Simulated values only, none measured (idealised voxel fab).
This is a process module. Its name is voxel released beams.
The cross-section shown here is cut; it is 290 nm wide and divided into square cells measuring 5 nm on a side.
This document writes a cross-section as a grid whose cells are square, and gives it as bands, listed from the top down; one or more rows of cells form a band.
It is stipulated that each band's entry specify, in nanometres, the height of the top of the band and then that of its bottom, followed by the materials of the band in left-to-right sequence, each together with its width in nanometres. A single material marked by the word "all across" is understood to fill the band from edge to edge; the word "empty" is understood to denote empty space.
Beneath 0, the wafer as received is one material, and that level is where height counting begins. The lowest band goes on downward without a bottom; it is written like "from 0 down".
Width: "30..40" (first number = top row, second number = bottom row, same change from row to row of cells).
"nothing got changed" means the step left every cell of the cross-section as it was.
"Closed internal cavities" lists enclosed empty spaces (at least 8 cells, no open path upward to the top), each as width x height at distance from the left edge, in nm.
If you see something after the settings on a step's line, that's the simulator's own remark about that step.
overlay nm: step with mask; distance mask lay right of planned place; negative value = left of planned place.

### Intended process steps
1. RECEIVE [material Si]
2. CONFORMAL_DEP [material SiN] [thk nm 10]
3. DIRECTIONAL_DEP [material SiO2] [thk nm 10]
4. MASKED_ETCH [tone open] [mask id ANCHOR] [width nm 45] [etch materials SiO2] [depth nm 10] [overlay nm 0]
5. CONFORMAL_DEP [material polySi] [thk nm 15]
6. MASKED_ETCH [tone cover] [mask id BEAM] [width nm 90] [etch materials polySi] [depth nm 15] [overlay nm -15]
7. STRIP [etch materials SiO2]
Split variable: overlay nm, step 6. Plan value = first wafer. Wafers start alike.

### Cross-section of the first of several wafers on receipt, reflecting completion of step 1
- from 0 down  Si all across
- Closed internal cavities: none

### Wafer rows, end of module: cells per material gained (+) or lost (-) since receipt; closed voids last
overlay nm -15, +116 SiN, +66 polySi, Closed internal cavities: none
overlay nm -10, +116 SiN, +66 polySi, Closed internal cavities: none
overlay nm -5, +116 SiN, +66 polySi, Closed internal cavities: none
overlay nm 0, +116 SiN, +66 polySi, Closed internal cavities: none
overlay nm 5, +116 SiN, +66 polySi, Closed internal cavities: none
overlay nm 10, +116 SiN, +66 polySi, Closed internal cavities: none
overlay nm 15, +116 SiN, +66 polySi, Closed internal cavities: none
